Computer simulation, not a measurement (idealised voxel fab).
The document below concerns the process module designated voxel capacitor over wiring.
FYI the section here is cut, 205 nm wide, cells are 5 nm squares.
The cross-sections in this document take the form of a grid made of square cells. They are written out as bands, in order from top to bottom. Each band consists of one or more rows of cells.
Top, bottom (nm), then materials left to right with widths (nm); lone material tagged "full width" fills the whole band edge to edge; "blank" = empty space.
All heights in this document are referenced to 0, defined as the level beneath which the wafer, as received, consists entirely of one material. The lowest band is not bounded below; it extends indefinitely downward and is written in the form "0 and below".
Quick explanation for "30..40": the width changes in equal steps down the rows of cells, from the first number in the band's top row to the second number in its bottom row.
Given "remains unaltered" for a step, no cell of the cross-section differs between before and after that step.
"Fully sealed cavities" enumerates empty spaces isolated from the top, with no open way to it, that contain at least 8 cells, giving each as width x height at distance from the left edge, all three in nm.
On each step's line, the part that comes after the settings is the simulator's own comment on the step.
The setting "overlay nm" may be written on the line of a step. When the step uses a mask, the value reports how far to the right of the planned place the mask lay, and a negative value reports that it lay to the left.

HERE'S WHAT THE PLANNED PROCESS STEPS LOOK LIKE
- 1: RECEIVE: material Si
- 2: CONFORMAL_DEP: material SiO2, thk nm 10
- 3: CONFORMAL_DEP: material SiCN, thk nm 5
- 4: DIRECTIONAL_DEP: material lowk, thk nm 25
- 5: MASKED_ETCH: tone open, mask id METAL_1, width nm 25, pitch nm 90, etch materials lowk, depth nm 25, overlay nm 0
- 6: MASKED_ETCH: tone open, mask id METAL_1, width nm 25, pitch nm 90, etch materials SiCN, depth nm 5, overlay nm 0
- 7: CONFORMAL_DEP: material TiN, thk nm 5
- 8: FILL_DEP: material Cu, thk nm 5
- 9: CMP: height nm 40
- 10: CONFORMAL_DEP: material SiCN, thk nm 5
- 11: DIRECTIONAL_DEP: material lowk, thk nm 10
- 12: MASKED_ETCH: tone open, mask id PLUG_1, width nm 15, etch materials lowk, depth nm 10, overlay nm 0
- 13: MASKED_ETCH: tone open, mask id PLUG_1, width nm 15, etch materials SiCN, depth nm 5, overlay nm 0
- 14: CONFORMAL_DEP: material TiN, thk nm 5
- 15: FILL_DEP: material Ru, thk nm 5
- 16: CMP: height nm 55
- 17: DIRECTIONAL_DEP: material TiN, thk nm 10
- 18: DIRECTIONAL_DEP: material SiN, thk nm 5
- 19: DIRECTIONAL_DEP: material TiN, thk nm 10
- 20: PATTERN: tone cover, mask id UPPER_PLATE, material resist, width nm 70, thk nm 15, overlay nm 0
- 21: DIRECTIONAL_ETCH: etch materials TiN, depth nm 10
- 22: DIRECTIONAL_ETCH: etch materials SiN, depth nm 5
- 23: STRIP: etch materials resist
- 24: PATTERN: tone cover, mask id LOWER_PLATE, material resist, width nm 80, thk nm 20, overlay nm 0
- 25: DIRECTIONAL_ETCH: etch materials TiN, depth nm 10
- 26: STRIP: etch materials resist
- 27: FILL_DEP: material SiO2, thk nm 20
- 28: CMP: height nm 95
- 29: PATTERN: tone open, mask id PLUG_2, material resist, width nm 15, thk nm 20, overlay nm 0
- 30: DIRECTIONAL_ETCH: etch materials SiO2, depth nm 15
- 31: STRIP: etch materials resist
- 32: CONFORMAL_DEP: material TiN, thk nm 5
- 33: FILL_DEP: material Ru, thk nm 10
- 34: CMP: height nm 95
- 35: CONFORMAL_DEP: material SiN, thk nm 5

SO THIS IS THE INCOMING WAFER IN CROSS-SECTION - IT'S ALREADY BEEN THROUGH STEP 1
    0 and below: Si full width
    Fully sealed cavities: none

MODULE COMPLETE - CROSS-SECTION OF THE FIRST OF TWO WAFERS, RUN ACCORDING TO PLAN
    100 down to 95: SiN full width
    95 down to 85: SiO2 65 nm; TiN 5 nm; Ru 5 nm; TiN 5 nm; SiO2 125 nm
    85 down to 80: SiO2 65 nm; TiN 15 nm; SiO2 125 nm
    80 down to 70: SiO2 55 nm; TiN 70 nm; SiO2 80 nm
    70 down to 65: SiO2 55 nm; SiN 70 nm; SiO2 80 nm
    65 down to 55: SiO2 50 nm; TiN 80 nm; SiO2 75 nm
    55 down to 45: lowk 55 nm; TiN 5 nm; Ru 5 nm; TiN 5 nm; lowk 135 nm
    45 down to 40: SiCN 55 nm; TiN 15 nm; SiCN 135 nm
    40 down to 15: lowk 45 nm; TiN 5 nm; Cu 15 nm; TiN 5 nm; lowk 65 nm; TiN 5 nm; Cu 15 nm; TiN 5 nm; lowk 45 nm
    15 down to 10: SiCN 45 nm; TiN 25 nm; SiCN 65 nm; TiN 25 nm; SiCN 45 nm
    10 down to 0: SiO2 full width
    0 and below: Si full width
    Fully sealed cavities: none

CROSS-SECTION OF THE LATTER OF THE TWO WAFERS AT MODULE COMPLETION. IT HAD AN IDENTICAL START AND AN IDENTICAL PLAN TO THE FORMER; IN RUNNING IT, ONE MISTAKE WAS MADE
    100 down to 95: SiN full width
    95 down to 85: SiO2 65 nm; TiN 5 nm; Ru 5 nm; TiN 5 nm; SiO2 125 nm
    85 down to 80: SiO2 65 nm; TiN 15 nm; SiO2 125 nm
    80 down to 70: SiO2 55 nm; TiN 70 nm; SiO2 80 nm
    70 down to 65: SiO2 55 nm; SiN 70 nm; SiO2 80 nm
    65 down to 55: SiN full width
    55 down to 45: lowk 55 nm; TiN 5 nm; Ru 5 nm; TiN 5 nm; lowk 135 nm
    45 down to 40: SiCN 55 nm; TiN 15 nm; SiCN 135 nm
    40 down to 15: lowk 45 nm; TiN 5 nm; Cu 15 nm; TiN 5 nm; lowk 65 nm; TiN 5 nm; Cu 15 nm; TiN 5 nm; lowk 45 nm
    15 down to 10: SiCN 45 nm; TiN 25 nm; SiCN 65 nm; TiN 25 nm; SiCN 45 nm
    10 down to 0: SiO2 full width
    0 and below: Si full width
    Fully sealed cavities: none
Where did the run depart from the plan? the process deviated at step 17: the operation and settings actually run there were DIRECTIONAL_DEP: material SiN, thk nm 10
Final cells, second wafer relative to first, materials higher or lower: SiN +82 | SiO2 -50 | TiN -32
